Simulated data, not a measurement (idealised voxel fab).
process module | voxel wiring stack
cross-section cut | 245 nm wide | cells 5 nm
A cross-section is a grid of square cells, given in bands from the top down. A band is one or more rows of cells.
Each band's line starts with the height of the band's top and of its bottom, in nm. Then come its materials from left to right, each with its width in nm. One material with "throughout" fills the band from edge to edge. "air" is empty space.
Height 0 is the level under which the wafer as received is all one material. The lowest band goes on downwards, as in "0 down".
A width such as "30 to 40" changes by the same amount from each row of cells to the next, from the band's top row to its bottom row.
"no change" after a step means that no cell of the cross-section changed.
closed voids: empty space of 8 cells or more with no open way to the top, each as width x height at its distance from the left edge, in nm
after a step's settings: what the simulator itself notes on the step
overlay nm, on a step with a mask: how far to the right of its planned place the mask lay; to the left if negative
plan
1 op RECEIVE | material Si
2 op CONFORMAL_DEP | material SiO2 | thk nm 10
3 op CONFORMAL_DEP | material SiN | thk nm 5
4 op DIRECTIONAL_DEP | material SiO2 | thk nm 20
5 op DIRECTIONAL_DEP | material aC | thk nm 10
6 op PATTERN | tone open | mask id METAL_1 | material resist | width nm 30 | pitch nm 55 | thk nm 25 | overlay nm 0
7 op DIRECTIONAL_ETCH | etch materials aC | depth nm 10
8 op STRIP | etch materials resist
9 op DIRECTIONAL_ETCH | etch materials SiO2 | depth nm 20
10 op DIRECTIONAL_ETCH | etch materials SiN | depth nm 5
11 op STRIP | etch materials aC
12 op CONFORMAL_DEP | material TiN | thk nm 5
13 op FILL_DEP | material Ru | thk nm 5
14 op CMP | height nm 35
15 op CONFORMAL_DEP | material SiCN | thk nm 5
16 op DIRECTIONAL_DEP | material SiO2 | thk nm 10
17 op PATTERN | tone open | mask id PLUG_1 | material resist | width nm 15 | pitch nm 55 | thk nm 15 | overlay nm 0
18 op DIRECTIONAL_ETCH | etch materials SiO2 | depth nm 10
19 op DIRECTIONAL_ETCH | etch materials SiCN | depth nm 5
20 op STRIP | etch materials resist
21 op EPI | material Ru | thk nm 10
22 op EPI | material Ru | thk nm 5
23 op DIRECTIONAL_DEP | material TiN | thk nm 5
24 op DIRECTIONAL_DEP | material W | thk nm 25
25 op MASKED_ETCH | tone cover | mask id METAL_2 | width nm 30 | pitch nm 55 | etch materials W | depth nm 25 | overlay nm 0
26 op MASKED_ETCH | tone cover | mask id METAL_2 | width nm 30 | pitch nm 55 | etch materials TiN | depth nm 5 | overlay nm 0
27 op CONFORMAL_DEP | material SiN | thk nm 5
28 op FILL_DEP | material lowk | thk nm 5
29 op CMP | height nm 80
30 op CONFORMAL_DEP | material SiCN | thk nm 5
31 op DIRECTIONAL_DEP | material SiO2 | thk nm 10
32 op MASKED_ETCH | tone open | mask id PLUG_2 | width nm 15 | pitch nm 55 | etch materials SiO2 | depth nm 10 | overlay nm 0
33 op MASKED_ETCH | tone open | mask id PLUG_2 | width nm 15 | pitch nm 55 | etch materials SiCN | depth nm 5 | overlay nm 0
34 op EPI | material Ru | thk nm 10
35 op EPI | material Ru | thk nm 5
36 op CONFORMAL_DEP | material SiCN | thk nm 5
37 op DIRECTIONAL_DEP | material lowk | thk nm 25
38 op MASKED_ETCH | tone open | mask id METAL_3 | width nm 30 | pitch nm 55 | etch materials lowk | depth nm 25 | overlay nm 0
39 op MASKED_ETCH | tone open | mask id METAL_3 | width nm 30 | pitch nm 55 | etch materials SiCN | depth nm 5 | overlay nm 0
40 op CONFORMAL_DEP | material TiN | thk nm 5
41 op FILL_DEP | material W | thk nm 10
42 op CMP | height nm 125
43 op CONFORMAL_DEP | material SiCN | thk nm 5
as received, after step 1
  0 down: Si throughout
  closed voids: none
a wafer at the end: this start, this plan, one mistake
  130 to 125: SiCN throughout
  125 to 100: lowk 80 | TiN 5 | W 20 | TiN 5 | lowk 25 | TiN 5 | W 20 | TiN 5 | lowk 80
  100 to 95: SiCN 80 | TiN 30 | SiCN 25 | TiN 30 | SiCN 80
  95 to 85: SiO2 80 | Ru 15 | SiO2 40 | Ru 15 | SiO2 95
  85 to 80: SiCN 80 | Ru 15 | SiCN 40 | Ru 15 | SiCN 95
  80 to 65: lowk 65 | SiN 15 | W 30 | SiN 25 | W 30 | SiN 15 | lowk 65
  65 to 55: SiN 80 | W 30 | SiN 25 | W 30 | SiN 80
  55 to 50: SiN 80 | TiN 30 | SiN 25 | TiN 30 | SiN 80
  50 to 40: SiO2 80 | Ru 15 | SiO2 40 | Ru 15 | SiO2 95
  40 to 35: SiCN 80 | Ru 15 | SiCN 40 | Ru 15 | SiCN 95
  35 to 15: SiO2 80 | TiN 5 | Ru 20 | TiN 5 | SiO2 25 | TiN 5 | Ru 20 | TiN 5 | SiO2 80
  15 to 10: SiN 80 | TiN 30 | SiN 25 | TiN 30 | SiN 80
  10 to 0: SiO2 throughout
  0 down: Si throughout
  closed voids: none
what went wrong: step 27 ran as: op CONFORMAL_DEP | material SiN | thk nm 15
